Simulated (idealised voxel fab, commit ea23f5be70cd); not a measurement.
The process module that follows is named voxel gate over fins.
Xsec cut, 220 nm wide, square cell size 5 nm.
A cross-section is a grid of square cells, given in bands from the top down. A band is one or more rows of cells.
Top, bottom (nm), then materials left to right with widths (nm); lone material tagged "edge to edge" fills the whole band edge to edge; "air" = empty space.
Height 0 is the level under which the wafer as received is all one material. The lowest band goes on downwards, as in "top 0, no bottom".
The notation "30..40" denotes a width that varies across the rows of cells in the band, beginning at the first number in the top row, finishing at the second number in the bottom row, and changing by an identical amount from each row to the next.
"left unchanged" (step): cross-section cells unchanged, all of them.
Listed in "Unvented voids": every empty space of 8 or more cells without an open way to the top. Form: width x height at distance, the distance being from the left edge, all in nm.
Where a step's line continues beyond its settings, the continuation is a remark by the simulator itself on that step.
A step line may carry the setting "overlay nm", which, for steps involving a mask, states the distance by which the mask lay to the right of its intended position; negative values denote displacement to the left.

INTENDED PROCESS STEPS
1: RECEIVE [material Si]
2: CONFORMAL_DEP [material SiN] [thk nm 10]
3: MASKED_ETCH [tone cover] [mask id FINS] [width nm 15] [pitch nm 35] [etch materials SiN] [depth nm 10] [overlay nm 0]
4: MASKED_ETCH [tone cover] [mask id FINS] [width nm 15] [pitch nm 35] [etch materials Si] [depth nm 30] [overlay nm 0]
5: OXIDIZE [depth nm 5]
6: FILL_DEP [material SiO2] [thk nm 10]
7: CMP [height nm 10]
8: SELECTIVE_ETCH [etch materials SiO2] [depth nm 25]
9: STRIP [etch materials SiN]
10: CONFORMAL_DEP [material HfO2] [thk nm 5]
11: CONFORMAL_DEP [material TiN] [thk nm 5]
12: CONFORMAL_DEP [material TiAl] [thk nm 5]
13: CONFORMAL_DEP [material TiN] [thk nm 5]
14: FILL_DEP [material W] [thk nm 15]
15: CMP [height nm 30]
16: CONFORMAL_DEP [material SiN] [thk nm 5]

SO, THE FIRST OF OUR TWO WAFERS, RUN JUST AS WE PLANNED IT

INCOMING WAFER, CROSS-SECTIONAL VIEW, POST STEP 1
* top 0, no bottom  Si edge to edge
* Unvented voids: none

CROSS-SECTION OF THE WAFER SUBSEQUENT TO STEP 2
* top 10, bottom 0  SiN edge to edge
* All layers under 0 are left as they were.

CROSS-SECTION OF THE WAFER SUBSEQUENT TO STEP 3
* top 10, bottom 0  85 nm air, then 15 nm SiN, then 20 nm air, then 15 nm SiN, then 85 nm air
* All layers under 0 are left as they were.

CROSS-SECTION OF THE WAFER SUBSEQUENT TO STEP 4
* top 10, bottom 0  85 nm air, then 15 nm SiN, then 20 nm air, then 15 nm SiN, then 85 nm air
* top 0, bottom -30  85 nm air, then 15 nm Si, then 20 nm air, then 15 nm Si, then 85 nm air
* All layers under -30 are left as they were.

CROSS-SECTION OF THE WAFER SUBSEQUENT TO STEP 5
* top 10, bottom 0  85 nm air, then 15 nm SiN, then 20 nm air, then 15 nm SiN, then 85 nm air
* top 0, bottom -30  85 nm air, then 5 nm SiO2, then 5 nm Si, then 5 nm SiO2, then 20 nm air, then 5 nm SiO2, then 5 nm Si, then 5 nm SiO2, then 85 nm air
* top -30, bottom -35  90 nm SiO2, then 5 nm Si, then 30 nm SiO2, then 5 nm Si, then 90 nm SiO2
* All layers under -35 are left as they were.

CROSS-SECTION OF THE WAFER SUBSEQUENT TO STEP 6
* top 20, bottom 10  SiO2 edge to edge
* top 10, bottom 0  85 nm SiO2, then 15 nm SiN, then 20 nm SiO2, then 15 nm SiN, then 85 nm SiO2
* top 0, bottom -35  90 nm SiO2, then 5 nm Si, then 30 nm SiO2, then 5 nm Si, then 90 nm SiO2
* All layers under -35 are left as they were.

CROSS-SECTION OF THE WAFER SUBSEQUENT TO STEP 7
* top 10, bottom 0  85 nm SiO2, then 15 nm SiN, then 20 nm SiO2, then 15 nm SiN, then 85 nm SiO2
* All layers under 0 are left as they were.

CROSS-SECTION OF THE WAFER SUBSEQUENT TO STEP 8
* top 10, bottom 0  85 nm air, then 15 nm SiN, then 20 nm air, then 15 nm SiN, then 85 nm air
* top 0, bottom -15  90 nm air, then 5 nm Si, then 30 nm air, then 5 nm Si, then 90 nm air
* All layers under -15 are left as they were.

CROSS-SECTION OF THE WAFER SUBSEQUENT TO STEP 9
* top 0, bottom -15  90 nm air, then 5 nm Si, then 30 nm air, then 5 nm Si, then 90 nm air
* All layers under -15 are left as they were.

CROSS-SECTION OF THE WAFER SUBSEQUENT TO STEP 10
* top 5, bottom 0  85 nm air, then 15 nm HfO2, then 20 nm air, then 15 nm HfO2, then 85 nm air
* top 0, bottom -10  85 nm air, then 5 nm HfO2, then 5 nm Si, then 5 nm HfO2, then 20 nm air, then 5 nm HfO2, then 5 nm Si, then 5 nm HfO2, then 85 nm air
* top -10, bottom -15  90 nm HfO2, then 5 nm Si, then 30 nm HfO2, then 5 nm Si, then 90 nm HfO2
* All layers under -15 are left as they were.

CROSS-SECTION OF THE WAFER SUBSEQUENT TO STEP 11
* top 10, bottom 5  80 nm air, then 25 nm TiN, then 10 nm air, then 25 nm TiN, then 80 nm air
* top 5, bottom 0  80 nm air, then 5 nm TiN, then 15 nm HfO2, then 5 nm TiN, then 10 nm air, then 5 nm TiN, then 15 nm HfO2, then 5 nm TiN, then 80 nm air
* top 0, bottom -5  80 nm air, then 5 nm TiN, then 5 nm HfO2, then 5 nm Si, then 5 nm HfO2, then 5 nm TiN, then 10 nm air, then 5 nm TiN, then 5 nm HfO2, then 5 nm Si, then 5 nm HfO2, then 5 nm TiN, then 80 nm air
* top -5, bottom -10  85 nm TiN, then 5 nm HfO2, then 5 nm Si, then 5 nm HfO2, then 20 nm TiN, then 5 nm HfO2, then 5 nm Si, then 5 nm HfO2, then 85 nm TiN
* All layers under -10 are left as they were.

CROSS-SECTION OF THE WAFER SUBSEQUENT TO STEP 12
* top 15, bottom 10  75 nm air, then 70 nm TiAl, then 75 nm air
* top 10, bottom 5  75 nm air, then 5 nm TiAl, then 25 nm TiN, then 10 nm TiAl, then 25 nm TiN, then 5 nm TiAl, then 75 nm air
* top 5, bottom 0  75 nm air, then 5 nm TiAl, then 5 nm TiN, then 15 nm HfO2, then 5 nm TiN, then 10 nm TiAl, then 5 nm TiN, then 15 nm HfO2, then 5 nm TiN, then 5 nm TiAl, then 75 nm air
* top 0, bottom -5  80 nm TiAl, then 5 nm TiN, then 5 nm HfO2, then 5 nm Si, then 5 nm HfO2, then 5 nm TiN, then 10 nm TiAl, then 5 nm TiN, then 5 nm HfO2, then 5 nm Si, then 5 nm HfO2, then 5 nm TiN, then 80 nm TiAl
* All layers under -5 are left as they were.

CROSS-SECTION OF THE WAFER SUBSEQUENT TO STEP 13
* top 20, bottom 15  70 nm air, then 80 nm TiN, then 70 nm air
* top 15, bottom 10  70 nm air, then 5 nm TiN, then 70 nm TiAl, then 5 nm TiN, then 70 nm air
* top 10, bottom 5  70 nm air, then 5 nm TiN, then 5 nm TiAl, then 25 nm TiN, then 10 nm TiAl, then 25 nm TiN, then 5 nm TiAl, then 5 nm TiN, then 70 nm air
* top 5, bottom 0  75 nm TiN, then 5 nm TiAl, then 5 nm TiN, then 15 nm HfO2, then 5 nm TiN, then 10 nm TiAl, then 5 nm TiN, then 15 nm HfO2, then 5 nm TiN, then 5 nm TiAl, then 75 nm TiN
* All layers under 0 are left as they were.

CROSS-SECTION OF THE WAFER SUBSEQUENT TO STEP 14
* top 35, bottom 20  W edge to edge
* top 20, bottom 15  70 nm W, then 80 nm TiN, then 70 nm W
* top 15, bottom 10  70 nm W, then 5 nm TiN, then 70 nm TiAl, then 5 nm TiN, then 70 nm W
* top 10, bottom 5  70 nm W, then 5 nm TiN, then 5 nm TiAl, then 25 nm TiN, then 10 nm TiAl, then 25 nm TiN, then 5 nm TiAl, then 5 nm TiN, then 70 nm W
* All layers under 5 are left as they were.

CROSS-SECTION OF THE WAFER SUBSEQUENT TO STEP 15
* top 30, bottom 20  W edge to edge
* All layers under 20 are left as they were.

CROSS-SECTION OF THE WAFER SUBSEQUENT TO STEP 16
* top 35, bottom 30  SiN edge to edge
* All layers under 30 are left as they were.

SECOND WAFER. START AND PLAN AS FOR THE FIRST. ONE MISTAKE MADE IN RUNNING. AGREES WITH THE FIRST UP TO AND INCLUDING STEP 11

SECOND WAFER, CUT VIEW, END OF STEP 12 PER PLAN
* top 15, bottom 5  75 nm air, then 70 nm TiN, then 75 nm air
* top 5, bottom 0  75 nm air, then 10 nm TiN, then 15 nm HfO2, then 20 nm TiN, then 15 nm HfO2, then 10 nm TiN, then 75 nm air
* top 0, bottom -10  85 nm TiN, then 5 nm HfO2, then 5 nm Si, then 5 nm HfO2, then 20 nm TiN, then 5 nm HfO2, then 5 nm Si, then 5 nm HfO2, then 85 nm TiN
* All layers under -10 are left as they were.

SECOND WAFER, CUT VIEW, END OF STEP 13 PER PLAN
* top 20, bottom 15  70 nm air, then 80 nm TiAl, then 70 nm air
* top 15, bottom 5  70 nm air, then 5 nm TiAl, then 70 nm TiN, then 5 nm TiAl, then 70 nm air
* top 5, bottom 0  75 nm TiAl, then 10 nm TiN, then 15 nm HfO2, then 20 nm TiN, then 15 nm HfO2, then 10 nm TiN, then 75 nm TiAl
* All layers under 0 are left as they were.

SECOND WAFER, CUT VIEW, END OF STEP 14 PER PLAN
* top 35, bottom 20  W edge to edge
* top 20, bottom 15  70 nm W, then 80 nm TiAl, then 70 nm W
* top 15, bottom 5  70 nm W, then 5 nm TiAl, then 70 nm TiN, then 5 nm TiAl, then 70 nm W
* All layers under 5 are left as they were.

SECOND WAFER, CUT VIEW, END OF STEP 15 PER PLAN
* top 30, bottom 20  W edge to edge
* All layers under 20 are left as they were.

SECOND WAFER, CUT VIEW, END OF STEP 16 PER PLAN
* top 35, bottom 30  SiN edge to edge
* All layers under 30 are left as they were.
What went wrong in running the wafer? deviation from plan: step 13 and step 12 executed in one another's positions
Per the end-of-run cell counts, the second wafer holds more or fewer of some materials than the first: TiAl: 6 fewer, TiN: 6 more
